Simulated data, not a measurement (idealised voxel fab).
process module | voxel ribs on slabs
Section shown: cut. Width: 240 nm. Cell size: 5 nm, square.
Notation: cross-section as square-cell grid; stated in bands, top first, going down; one or more cell rows per band.
Read a band's entry like this: the first values are the height of its top and the height of its bottom in nm, and what follows is the sequence of materials from left to right, each with its width in nm. Note that "blank" is empty space, and that a single material marked "full width" reaches across the band from edge to edge.
All heights in this document are referenced to 0, defined as the level beneath which the wafer, as received, consists entirely of one material. The lowest band is not bounded below; it extends indefinitely downward and is written in the form "0 nm and below".
Width "30 to 40": first value at the band's top row of cells, second value at its bottom row, equal change from row to row.
The designation "remains unaltered", where it is given for a processing step, indicates that no cell of the cross-section was altered in the course of that step.
Empty spaces without an open route to the top, at least 8 cells in extent, make up the entry "Enclosed void catalog"; each is given as width x height at distance, where the distance is measured from the left edge, and all are in nm.
What comes after the settings on a step's line is commentary from the simulator itself on that step.
A step line may carry the setting "overlay nm", which, for steps involving a mask, states the distance by which the mask lay to the right of its intended position; negative values denote displacement to the left.
### Planned process steps
1) RECEIVE (material Si)
2) DIRECTIONAL_DEP (material SiO2; thk nm 25)
3) DIRECTIONAL_DEP (material polySi; thk nm 20)
4) PATTERN (tone cover; mask id RIB; material resist; width nm 25; thk nm 15; overlay nm 0)
5) DIRECTIONAL_ETCH (etch materials polySi; depth nm 5)
6) STRIP (etch materials resist)
7) PATTERN (tone cover; mask id SLAB; material resist; width nm 75; thk nm 20; overlay nm 0)
8) DIRECTIONAL_ETCH (etch materials polySi; depth nm 15)
9) STRIP (etch materials resist)
10) FILL_DEP (material SiO2; thk nm 25)
11) CMP (height nm 65)
12) DIRECTIONAL_DEP (material TiN; thk nm 10)
13) MASKED_ETCH (tone cover; mask id HEATER; width nm 35; etch materials TiN; depth nm 10; overlay nm 0)
14) CONFORMAL_DEP (material SiO2; thk nm 5)
### Incoming wafer, cross-sectional view, post step 1
> 0 nm and below  Si full width
> Enclosed void catalog: none
### The following cross-section depicts the wafer upon conclusion of the module. Processing commenced from the starting condition illustrated above and adhered to the plan illustrated above, save for one mistake in execution
> 90 nm to 80 nm  blank: 85, SiO2: 65, blank: 90
> 80 nm to 75 nm  SiO2 full width
> 75 nm to 65 nm  SiO2: 100, TiN: 35, SiO2: 105
> 65 nm to 45 nm  SiO2 full width
> 45 nm to 40 nm  SiO2: 105, polySi: 25, SiO2: 110
> 40 nm to 25 nm  SiO2: 80, polySi: 75, SiO2: 85
> 25 nm to 0 nm  SiO2 full width
> 0 nm and below  Si full width
> Enclosed void catalog: none
What went wrong in running the wafer? note that step 14 departed from the planned setting and was carried out as CONFORMAL_DEP (material SiO2; thk nm 15)
